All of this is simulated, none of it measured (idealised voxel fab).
The process module that follows is named voxel capacitor over wiring.
Section shown: cut. Width: 200 nm. Cell size: 5 nm, square.
How to read a cross-section here: the picture is a grid of square cells, written as bands going from the top down, and any band can span one or more rows of cells.
Heights first: top, then bottom, in nm. Then materials, left to right, each with a width in nm. "throughout" on a single material: fills the band edge to edge. "air": empty space.
Heights are measured from 0, the level below which the as-received wafer is all one material; the lowest band has no bottom and continues downward, written as in "z 0 and below".
Quick explanation for "30 to 40": the width changes in equal steps down the rows of cells, from the first number in the band's top row to the second number in its bottom row.
"nothing was modified" for a step: no cell of the cross-section changed in that step.
"Enclosed void entries" lists enclosed empty spaces (at least 8 cells, no open path upward to the top), each as width x height at distance from the left edge, in nm.
On each step's line, the part that comes after the settings is the simulator's own comment on the step.
overlay nm, on a step with a mask: how far to the right of its planned place the mask lay; to the left if negative
Plan
step 1: RECEIVE,material Si
step 2: CONFORMAL_DEP,material SiO2,thk nm 15
step 3: DIRECTIONAL_DEP,material TiN,thk nm 5
step 4: DIRECTIONAL_DEP,material Ru,thk nm 25
step 5: PATTERN,tone cover,mask id METAL_1,material resist,width nm 25,pitch nm 85,thk nm 20,overlay nm 0
step 6: DIRECTIONAL_ETCH,etch materials Ru,depth nm 25
step 7: DIRECTIONAL_ETCH,etch materials TiN,depth nm 5
step 8: STRIP,etch materials resist
step 9: FILL_DEP,material SiO2,thk nm 10
step 10: CMP,height nm 45
step 11: CONFORMAL_DEP,material SiCN,thk nm 5
step 12: DIRECTIONAL_DEP,material lowk,thk nm 20
step 13: MASKED_ETCH,tone open,mask id PLUG_1,width nm 15,etch materials lowk,depth nm 20,overlay nm 0
step 14: MASKED_ETCH,tone open,mask id PLUG_1,width nm 15,etch materials SiCN,depth nm 5,overlay nm 0
step 15: EPI,material Ru,thk nm 10
step 16: EPI,material Ru,thk nm 10
step 17: EPI,material Ru,thk nm 5
step 18: DIRECTIONAL_DEP,material TiN,thk nm 10
step 19: DIRECTIONAL_DEP,material HfO2,thk nm 5
step 20: DIRECTIONAL_DEP,material TiN,thk nm 10
step 21: DIRECTIONAL_DEP,material aC,thk nm 10
step 22: PATTERN,tone cover,mask id UPPER_PLATE,material resist,width nm 65,thk nm 30,overlay nm 0
step 23: DIRECTIONAL_ETCH,etch materials aC,depth nm 10
step 24: STRIP,etch materials resist
step 25: DIRECTIONAL_ETCH,etch materials TiN,depth nm 10
step 26: DIRECTIONAL_ETCH,etch materials HfO2,depth nm 5
step 27: STRIP,etch materials aC
step 28: DIRECTIONAL_DEP,material aC,thk nm 15
step 29: PATTERN,tone cover,mask id LOWER_PLATE,material resist,width nm 75,thk nm 35,overlay nm 0
step 30: DIRECTIONAL_ETCH,etch materials aC,depth nm 15
step 31: STRIP,etch materials resist
step 32: DIRECTIONAL_ETCH,etch materials TiN,depth nm 10
step 33: STRIP,etch materials aC
step 34: FILL_DEP,material SiO2,thk nm 20
step 35: CMP,height nm 110
step 36: PATTERN,tone open,mask id PLUG_2,material resist,width nm 15,thk nm 15,overlay nm 0
step 37: DIRECTIONAL_ETCH,etch materials SiO2,depth nm 15
step 38: STRIP,etch materials resist
step 39: CONFORMAL_DEP,material TiN,thk nm 5
step 40: FILL_DEP,material Ru,thk nm 10
step 41: CMP,height nm 110
step 42: CONFORMAL_DEP,material SiN,thk nm 5
First wafer out of two, processed as planned
As received, after step 1
    z 0 and below = Si throughout
    Enclosed void entries: none
Sectional view: wafer, after step 2
    z 15 to 0 = SiO2 throughout
    Beneath the level 0, the cross-section is identical to its previous state.
Sectional view: wafer, after step 3
    z 20 to 15 = TiN throughout
    Beneath the level 15, the cross-section is identical to its previous state.
Sectional view: wafer, after step 4
    z 45 to 20 = Ru throughout
    Beneath the level 20, the cross-section is identical to its previous state.
Sectional view: wafer, after step 5
    z 65 to 45 = 45 nm air | 25 nm resist | 60 nm air | 25 nm resist | 45 nm air
    Beneath the level 45, the cross-section is identical to its previous state.
Sectional view: wafer, after step 6
    z 65 to 45 = 45 nm air | 25 nm resist | 60 nm air | 25 nm resist | 45 nm air
    z 45 to 20 = 45 nm air | 25 nm Ru | 60 nm air | 25 nm Ru | 45 nm air
    Beneath the level 20, the cross-section is identical to its previous state.
Sectional view: wafer, after step 7
    z 65 to 45 = 45 nm air | 25 nm resist | 60 nm air | 25 nm resist | 45 nm air
    z 45 to 20 = 45 nm air | 25 nm Ru | 60 nm air | 25 nm Ru | 45 nm air
    z 20 to 15 = 45 nm air | 25 nm TiN | 60 nm air | 25 nm TiN | 45 nm air
    Beneath the level 15, the cross-section is identical to its previous state.
Sectional view: wafer, after step 8
    z 45 to 20 = 45 nm air | 25 nm Ru | 60 nm air | 25 nm Ru | 45 nm air
    Beneath the level 20, the cross-section is identical to its previous state.
Sectional view: wafer, after step 9
    z 55 to 45 = SiO2 throughout
    z 45 to 20 = 45 nm SiO2 | 25 nm Ru | 60 nm SiO2 | 25 nm Ru | 45 nm SiO2
    z 20 to 15 = 45 nm SiO2 | 25 nm TiN | 60 nm SiO2 | 25 nm TiN | 45 nm SiO2
    Beneath the level 15, the cross-section is identical to its previous state.
Sectional view: wafer, after step 10
    z 45 to 20 = 45 nm SiO2 | 25 nm Ru | 60 nm SiO2 | 25 nm Ru | 45 nm SiO2
    Beneath the level 20, the cross-section is identical to its previous state.
Sectional view: wafer, after step 11
    z 50 to 45 = SiCN throughout
    Beneath the level 45, the cross-section is identical to its previous state.
Sectional view: wafer, after step 12
    z 70 to 50 = lowk throughout
    Beneath the level 50, the cross-section is identical to its previous state.
Sectional view: wafer, after step 13
    z 70 to 50 = 55 nm lowk | 15 nm air | 130 nm lowk
    Beneath the level 50, the cross-section is identical to its previous state.
Sectional view: wafer, after step 14
    z 70 to 50 = 55 nm lowk | 15 nm air | 130 nm lowk
    z 50 to 45 = 55 nm SiCN | 15 nm air | 130 nm SiCN
    Beneath the level 45, the cross-section is identical to its previous state.
Sectional view: wafer, after step 15
    z 70 to 55 = 55 nm lowk | 15 nm air | 130 nm lowk
    z 55 to 50 = 55 nm lowk | 15 nm Ru | 130 nm lowk
    z 50 to 45 = 55 nm SiCN | 15 nm Ru | 130 nm SiCN
    Beneath the level 45, the cross-section is identical to its previous state.
Sectional view: wafer, after step 16
    z 70 to 65 = 55 nm lowk | 15 nm air | 130 nm lowk
    z 65 to 50 = 55 nm lowk | 15 nm Ru | 130 nm lowk
    Beneath the level 50, the cross-section is identical to its previous state.
Sectional view: wafer, after step 17
    z 70 to 50 = 55 nm lowk | 15 nm Ru | 130 nm lowk
    Beneath the level 50, the cross-section is identical to its previous state.
Sectional view: wafer, after step 18
    z 80 to 70 = TiN throughout
    Beneath the level 70, the cross-section is identical to its previous state.
Sectional view: wafer, after step 19
    z 85 to 80 = HfO2 throughout
    Beneath the level 80, the cross-section is identical to its previous state.
Sectional view: wafer, after step 20
    z 95 to 85 = TiN throughout
    Beneath the level 85, the cross-section is identical to its previous state.
Sectional view: wafer, after step 21
    z 105 to 95 = aC throughout
    Beneath the level 95, the cross-section is identical to its previous state.
Sectional view: wafer, after step 22
    z 135 to 105 = 55 nm air | 65 nm resist | 80 nm air
    Beneath the level 105, the cross-section is identical to its previous state.
Sectional view: wafer, after step 23
    z 125 to 105 = 55 nm air | 65 nm resist | 80 nm air
    z 105 to 95 = 55 nm air | 65 nm aC | 80 nm air
    Beneath the level 95, the cross-section is identical to its previous state.
Sectional view: wafer, after step 24
    z 105 to 95 = 55 nm air | 65 nm aC | 80 nm air
    Beneath the level 95, the cross-section is identical to its previous state.
Sectional view: wafer, after step 25
    z 105 to 95 = 55 nm air | 65 nm aC | 80 nm air
    z 95 to 85 = 55 nm air | 65 nm TiN | 80 nm air
    Beneath the level 85, the cross-section is identical to its previous state.
Sectional view: wafer, after step 26
    z 105 to 95 = 55 nm air | 65 nm aC | 80 nm air
    z 95 to 85 = 55 nm air | 65 nm TiN | 80 nm air
    z 85 to 80 = 55 nm air | 65 nm HfO2 | 80 nm air
    Beneath the level 80, the cross-section is identical to its previous state.
Sectional view: wafer, after step 27
    z 95 to 85 = 55 nm air | 65 nm TiN | 80 nm air
    Beneath the level 85, the cross-section is identical to its previous state.
Sectional view: wafer, after step 28
    z 110 to 95 = 55 nm air | 65 nm aC | 80 nm air
    z 95 to 85 = 55 nm aC | 65 nm TiN | 80 nm aC
    z 85 to 80 = 55 nm aC | 65 nm HfO2 | 80 nm aC
    Beneath the level 80, the cross-section is identical to its previous state.
Sectional view: wafer, after step 29
    z 145 to 110 = 50 nm air | 75 nm resist | 75 nm air
    z 110 to 95 = 50 nm air | 5 nm resist | 65 nm aC | 5 nm resist | 75 nm air
    Beneath the level 95, the cross-section is identical to its previous state.
Sectional view: wafer, after step 30
    z 130 to 110 = 50 nm air | 75 nm resist | 75 nm air
    z 110 to 95 = 50 nm air | 5 nm resist | 65 nm aC | 5 nm resist | 75 nm air
    z 95 to 85 = 50 nm air | 5 nm aC | 65 nm TiN | 5 nm aC | 75 nm air
    z 85 to 80 = 50 nm air | 5 nm aC | 65 nm HfO2 | 5 nm aC | 75 nm air
    Beneath the level 80, the cross-section is identical to its previous state.
Sectional view: wafer, after step 31
    z 110 to 95 = 55 nm air | 65 nm aC | 80 nm air
    Beneath the level 95, the cross-section is identical to its previous state.
Sectional view: wafer, after step 32
    z 110 to 95 = 55 nm air | 65 nm aC | 80 nm air
    z 95 to 85 = 50 nm air | 5 nm aC | 65 nm TiN | 5 nm aC | 75 nm air
    z 85 to 80 = 50 nm air | 5 nm aC | 65 nm HfO2 | 5 nm aC | 75 nm air
    z 80 to 70 = 50 nm air | 75 nm TiN | 75 nm air
    Beneath the level 70, the cross-section is identical to its previous state.
Sectional view: wafer, after step 33
    z 95 to 85 = 55 nm air | 65 nm TiN | 80 nm air
    z 85 to 80 = 55 nm air | 65 nm HfO2 | 80 nm air
    Beneath the level 80, the cross-section is identical to its previous state.
Sectional view: wafer, after step 34
    z 115 to 95 = SiO2 throughout
    z 95 to 85 = 55 nm SiO2 | 65 nm TiN | 80 nm SiO2
    z 85 to 80 = 55 nm SiO2 | 65 nm HfO2 | 80 nm SiO2
    z 80 to 70 = 50 nm SiO2 | 75 nm TiN | 75 nm SiO2
    Beneath the level 70, the cross-section is identical to its previous state.
Sectional view: wafer, after step 35
    z 110 to 95 = SiO2 throughout
    Beneath the level 95, the cross-section is identical to its previous state.
Sectional view: wafer, after step 36
    z 125 to 110 = 65 nm resist | 15 nm air | 120 nm resist
    Beneath the level 110, the cross-section is identical to its previous state.
Sectional view: wafer, after step 37
    z 125 to 110 = 65 nm resist | 15 nm air | 120 nm resist
    z 110 to 95 = 65 nm SiO2 | 15 nm air | 120 nm SiO2
    Beneath the level 95, the cross-section is identical to its previous state.
Sectional view: wafer, after step 38
    z 110 to 95 = 65 nm SiO2 | 15 nm air | 120 nm SiO2
    Beneath the level 95, the cross-section is identical to its previous state.
Sectional view: wafer, after step 39
    z 115 to 110 = 70 nm TiN | 5 nm air | 125 nm TiN
    z 110 to 100 = 65 nm SiO2 | 5 nm TiN | 5 nm air | 5 nm TiN | 120 nm SiO2
    z 100 to 95 = 65 nm SiO2 | 15 nm TiN | 120 nm SiO2
    Beneath the level 95, the cross-section is identical to its previous state.
Sectional view: wafer, after step 40
    z 125 to 115 = Ru throughout
    z 115 to 110 = 70 nm TiN | 5 nm Ru | 125 nm TiN
    z 110 to 100 = 65 nm SiO2 | 5 nm TiN | 5 nm Ru | 5 nm TiN | 120 nm SiO2
    Beneath the level 100, the cross-section is identical to its previous state.
Sectional view: wafer, after step 41
    z 110 to 100 = 65 nm SiO2 | 5 nm TiN | 5 nm Ru | 5 nm TiN | 120 nm SiO2
    Beneath the level 100, the cross-section is identical to its previous state.
Sectional view: wafer, after step 42
    z 115 to 110 = SiN throughout
    Beneath the level 110, the cross-section is identical to its previous state.
Second wafer, same starting conditions and recipe as the first, one mistake in executing it, nothing differs from the first up to and including step 40
Here is the second wafer in cross-section at the point where step 41 of the plan should have been done: nothing was modified
Here is the second wafer in cross-section at the point where step 42 of the plan should have been done
    z 130 to 125 = SiN throughout
    Beneath the level 125, the cross-section is identical to its previous state.
Error vs. plan: no execution of plan step 41; skipped
In the final state, the cell counts of the second wafer exceed or fall short of those of the first for the following materials: Ru: 81 more | TiN: 39 more
